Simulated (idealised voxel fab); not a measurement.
This is a process module. Its name is voxel ribs on slabs.
This is section cut - it's 205 nm across, gridded in 5 nm square cells.
We lay out every cross-section as a grid of square cells and spell it out in bands from the top down, where one band means one or more rows of cells. Quick guide to a band line: top height, bottom height (nm) up front; then every material left to right with its width in nm. Only one material and it's marked "full width"? Then it fills the band edge to edge. And "empty" just means empty space. Heights are reckoned from 0. Under this level, the received wafer is all of one material. The bottommost band is open-ended downward, for example "top 0, no bottom". The two numbers in a width such as "30 to 40" mark its ends across the band: the first belongs to the top row of cells, the second to the bottom row, and from each row to the next the width moves by the same amount. It should be understood that the words "nothing changed", when stated for a given step, signify that the cross-section underwent no change in any of its cells during that step. Closed empty spaces (no open way to the top) of 8 cells or more are what "Closed void table" lists, each as width x height at distance from the left edge, nm for all three. Text after the settings on a step's line: the simulator's own remark on that step. On any step carrying a mask, the "overlay nm" setting, if present on the step's line, tells how far right of its planned place the mask lay; negative values point to the left.
Planned step list for the process:
1: RECEIVE,material Si
2: DIRECTIONAL_DEP,material SiO2,thk nm 25
3: DIRECTIONAL_DEP,material polySi,thk nm 15
4: DIRECTIONAL_DEP,material aC,thk nm 15
5: PATTERN,tone cover,mask id RIB,material resist,width nm 25,thk nm 35,overlay nm 0
6: DIRECTIONAL_ETCH,etch materials aC,depth nm 15
7: STRIP,etch materials resist
8: DIRECTIONAL_ETCH,etch materials polySi,depth nm 5
9: STRIP,etch materials aC
10: DIRECTIONAL_DEP,material aC,thk nm 15
11: PATTERN,tone cover,mask id SLAB,material resist,width nm 85,thk nm 30,overlay nm 0
12: DIRECTIONAL_ETCH,etch materials aC,depth nm 15
13: STRIP,etch materials resist
14: DIRECTIONAL_ETCH,etch materials polySi,depth nm 10
15: STRIP,etch materials aC
16: FILL_DEP,material SiO2,thk nm 15
17: CMP,height nm 50
18: DIRECTIONAL_DEP,material TiN,thk nm 10
19: DIRECTIONAL_DEP,material aC,thk nm 15
20: PATTERN,tone cover,mask id HEATER,material resist,width nm 35,thk nm 35,overlay nm 0
21: DIRECTIONAL_ETCH,etch materials aC,depth nm 15
22: STRIP,etch materials resist
23: DIRECTIONAL_ETCH,etch materials TiN,depth nm 10
24: STRIP,etch materials aC
25: CONFORMAL_DEP,material SiN,thk nm 10
This is the cross-section of the wafer as we received it, i.e. after step 1:
	top 0, no bottom = Si full width
	Closed void table: none
Wafer cross-section at end of module: start and plan as shown above, one execution error:
	top 70, bottom 60 = 80 empty  45 SiN  80 empty
	top 60, bottom 50 = 90 SiN  25 TiN  90 SiN
	top 50, bottom 40 = SiO2 full width
	top 40, bottom 35 = 90 SiO2  25 polySi  90 SiO2
	top 35, bottom 25 = 60 SiO2  85 polySi  60 SiO2
	top 25, bottom 0 = SiO2 full width
	top 0, no bottom = Si full width
	Closed void table: none
Error vs. plan: step 20 changed vs plan, executed as PATTERN,tone cover,mask id HEATER,material resist,width nm 25,thk nm 35,overlay nm 0
